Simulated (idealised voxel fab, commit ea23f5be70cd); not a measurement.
The document below concerns the process module designated voxel self aligned contacts.
The width of the displayed cross-section, cut, is 265 nm; its cells are square, with a size of 5 nm.
Cross-section layout: square cells on a grid; listed as bands, top to bottom; a band spans one or more cell rows.
For a band, the entry starts with two heights in nm, that of the top and then that of the bottom, and carries on with the band's materials in order from left to right, each alongside its width in nm; the word "all across" beside a single material means it fills the band edge to edge, and "empty" means empty space.
The level at which height equals 0 is the one under which the wafer, as it arrives, is entirely one material. No lower edge exists for the bottom band, which continues downward and is notated as in "0..down".
A width such as "30 to 40" changes by the same amount from each row of cells to the next, from the band's top row to its bottom row.
Take "nothing changed" at face value: in the step it is given for, the cross-section changed in none of its cells.
For the entry "Sealed internal cavities", the listed items are empty spaces with no open way to the top whose size is 8 cells or more; each item follows the pattern width x height at distance, where distance is from the left edge and all three are in nm.
Read whatever lies past the settings on a step's line as the simulator's own remark about the step.
Each step line may optionally specify "overlay nm", which for a step with a mask gives the rightward distance between the mask's planned place and where it lay, a negative value indicating the leftward direction.

PROCESS STEPS - PLAN
step 1: RECEIVE (material Si)
step 2: CONFORMAL_DEP (material SiO2; thk nm 5)
step 3: DIRECTIONAL_DEP (material polySi; thk nm 25)
step 4: DIRECTIONAL_DEP (material SiN; thk nm 20)
step 5: PATTERN (tone cover; mask id GATE; material resist; width nm 30; pitch nm 70; thk nm 20; overlay nm 0)
step 6: DIRECTIONAL_ETCH (etch materials SiN; depth nm 20)
step 7: DIRECTIONAL_ETCH (etch materials polySi; depth nm 25)
step 8: STRIP (etch materials resist)
step 9: CONFORMAL_DEP (material SiN; thk nm 10)
step 10: DIRECTIONAL_ETCH (etch materials SiN; depth nm 10)
step 11: FILL_DEP (material SiO2; thk nm 15)
step 12: CMP (height nm 60)
step 13: MASKED_ETCH (tone open; mask id CONTACT; width nm 50; pitch nm 70; etch materials SiO2; depth nm 60; overlay nm 0)
step 14: CONFORMAL_DEP (material TiN; thk nm 5)
step 15: FILL_DEP (material Ru; thk nm 10)
step 16: CMP (height nm 60)
step 17: CONFORMAL_DEP (material SiN; thk nm 5)

CROSS-SECTION: WAFER ON ARRIVAL = AFTER STEP 1
    0..down | Si all across
    Sealed internal cavities: none

THE FOLLOWING CROSS-SECTION DEPICTS THE WAFER UPON CONCLUSION OF THE MODULE. PROCESSING COMMENCED FROM THE STARTING CONDITION ILLUSTRATED ABOVE AND ADHERED TO THE PLAN ILLUSTRATED ABOVE, SAVE FOR ONE MISTAKE IN EXECUTION
    65..60 | SiN all across
    60..50 | 75 nm SiO2 / 5 to 15 nm TiN / 30 to 10 nm Ru / 5 to 15 nm TiN / 30 nm SiO2 / 5 to 15 nm TiN / 30 to 10 nm Ru / 5 to 15 nm TiN / 80 nm SiO2
    50..30 | 35 nm SiO2 / 50 nm SiN / 5 nm TiN / 10 nm Ru / 5 nm TiN / 50 nm SiN / 5 nm TiN / 10 nm Ru / 5 nm TiN / 50 nm SiN / 40 nm SiO2
    30..5 | 35 nm SiO2 / 10 nm SiN / 30 nm polySi / 10 nm SiN / 5 nm TiN / 10 nm Ru / 5 nm TiN / 10 nm SiN / 30 nm polySi / 10 nm SiN / 5 nm TiN / 10 nm Ru / 5 nm TiN / 10 nm SiN / 30 nm polySi / 10 nm SiN / 40 nm SiO2
    5..0 | 85 nm SiO2 / 20 nm TiN / 50 nm SiO2 / 20 nm TiN / 90 nm SiO2
    0..down | Si all across
    Sealed internal cavities: none
What went wrong in running the wafer? contrary to plan, step 13 was performed as MASKED_ETCH (tone open; mask id CONTACT; width nm 40; pitch nm 70; etch materials SiO2; depth nm 60; overlay nm 0)
